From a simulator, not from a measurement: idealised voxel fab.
Process module, titled voxel self aligned vias
225 nm wide, 5 nm square cells: that's cross-section cut.
We lay out every cross-section as a grid of square cells and spell it out in bands from the top down, where one band means one or more rows of cells. Heights first: top, then bottom, in nm. Then materials, left to right, each with a width in nm. "everywhere" on a single material: fills the band edge to edge. "blank": empty space. Ref level 0: as-received wafer is one material below here. Bottom band extends down with no lower bound ("from 0 down"). The notation "30->40" denotes a width that varies across the rows of cells in the band, beginning at the first number in the top row, finishing at the second number in the bottom row, and changing by an identical amount from each row to the next. "changes: none" for a step: no cell of the cross-section changed in that step. What "Closed void entries" gives you is every empty space of 8 cells or more that is cut off from the top. Each appears as width x height at distance, with the distance taken from the left edge and width, height and distance all in nm. Where a step's line continues beyond its settings, the continuation is a remark by the simulator itself on that step. If you see "overlay nm" on a step's line and that step has a mask, it's telling you how far right of where it was planned the mask ended up; a negative number means it went left instead.

-- Listed below are the process steps as planned
1 op RECEIVE | material Si
2 op CONFORMAL_DEP | material SiO2 | thk nm 10
3 op CONFORMAL_DEP | material SiCN | thk nm 5
4 op DIRECTIONAL_DEP | material lowk | thk nm 20
5 op MASKED_ETCH | tone open | mask id LINES | width nm 30 | pitch nm 70 | etch materials lowk | depth nm 20 | overlay nm 0
6 op CONFORMAL_DEP | material TiN | thk nm 5
7 op FILL_DEP | material W | thk nm 5
8 op CMP | height nm 35
9 op SELECTIVE_ETCH | etch materials W Ru TiN | depth nm 5
10 op FILL_DEP | material SiN | thk nm 10
11 op CMP | height nm 35
12 op DIRECTIONAL_DEP | material lowk | thk nm 15
13 op DIRECTIONAL_DEP | material aC | thk nm 15
14 op PATTERN | tone open | mask id VIAS | material resist | width nm 40 | pitch nm 70 | thk nm 35 | overlay nm -5
15 op DIRECTIONAL_ETCH | etch materials aC | depth nm 15
16 op STRIP | etch materials resist
17 op DIRECTIONAL_ETCH | etch materials lowk | depth nm 15
18 op DIRECTIONAL_ETCH | etch materials SiN | depth nm 5
19 op STRIP | etch materials aC
20 op CONFORMAL_DEP | material TiN | thk nm 5
21 op FILL_DEP | material Ru | thk nm 10
22 op CMP | height nm 50
23 op CONFORMAL_DEP | material SiN | thk nm 5
All wafers enter the flow in the same state. The overlay nm at step 14 differs from wafer to wafer, and the plan gives the value for the first wafer.

-- The first of several wafers in cross-section, exactly as it reached us after step 1
> from 0 down = Si everywhere
> Closed void entries: none

-- Cross-section of the first of several wafers, taken after step 23, where the module ends
> from 55 to 50 = SiN everywhere
> from 50 to 40 = 15 lowk  5 TiN  30 Ru  5 TiN  30 lowk  5 TiN  30 Ru  5 TiN  30 lowk  5 TiN  30 Ru  5 TiN  30 lowk
> from 40 to 35 = 15 lowk  15 TiN  20 Ru  5 TiN  30 lowk  15 TiN  20 Ru  5 TiN  30 lowk  15 TiN  20 Ru  5 TiN  30 lowk
> from 35 to 30 = 25 lowk  30 TiN  40 lowk  30 TiN  40 lowk  30 TiN  30 lowk
> from 30 to 20 = 25 lowk  5 TiN  20 W  5 TiN  40 lowk  5 TiN  20 W  5 TiN  40 lowk  5 TiN  20 W  5 TiN  30 lowk
> from 20 to 15 = 25 lowk  30 TiN  40 lowk  30 TiN  40 lowk  30 TiN  30 lowk
> from 15 to 10 = SiCN everywhere
> from 10 to 0 = SiO2 everywhere
> from 0 down = Si everywhere
> Closed void entries: none

-- The final wafer, sectioned at module end
> from 55 to 50 = SiN everywhere
> from 50 to 40 = 30 lowk  5 TiN  30 Ru  5 TiN  30 lowk  5 TiN  30 Ru  5 TiN  30 lowk  5 TiN  30 Ru  5 TiN  15 lowk
> from 40 to 35 = 30 lowk  5 TiN  15 Ru  20 TiN  30 lowk  5 TiN  15 Ru  20 TiN  30 lowk  5 TiN  15 Ru  20 TiN  15 lowk
> from 35 to 30 = 25 lowk  5 SiN  25 TiN  40 lowk  5 SiN  25 TiN  40 lowk  5 SiN  25 TiN  30 lowk
> from 30 to 20 = 25 lowk  5 TiN  20 W  5 TiN  40 lowk  5 TiN  20 W  5 TiN  40 lowk  5 TiN  20 W  5 TiN  30 lowk
> from 20 to 15 = 25 lowk  30 TiN  40 lowk  30 TiN  40 lowk  30 TiN  30 lowk
> from 15 to 10 = SiCN everywhere
> from 10 to 0 = SiO2 everywhere
> from 0 down = Si everywhere
> Closed void entries: none

-- Below is a per-wafer table. In it, each row describes the wafer at the end of the module by giving, for each material, the number of cells gained (+) or lost (-) since the wafer was received, and after that the closed voids of the wafer
overlay nm -5 | +48 Ru | +45 SiCN | +45 SiN | +90 SiO2 | +72 TiN | +24 W | +171 lowk | Closed void entries: none
overlay nm 0 | +48 Ru | +45 SiCN | +45 SiN | +90 SiO2 | +72 TiN | +24 W | +171 lowk | Closed void entries: none
overlay nm 5 | +48 Ru | +45 SiCN | +45 SiN | +90 SiO2 | +72 TiN | +24 W | +171 lowk | Closed void entries: none
overlay nm 10 | +45 Ru | +45 SiCN | +48 SiN | +90 SiO2 | +72 TiN | +24 W | +171 lowk | Closed void entries: none
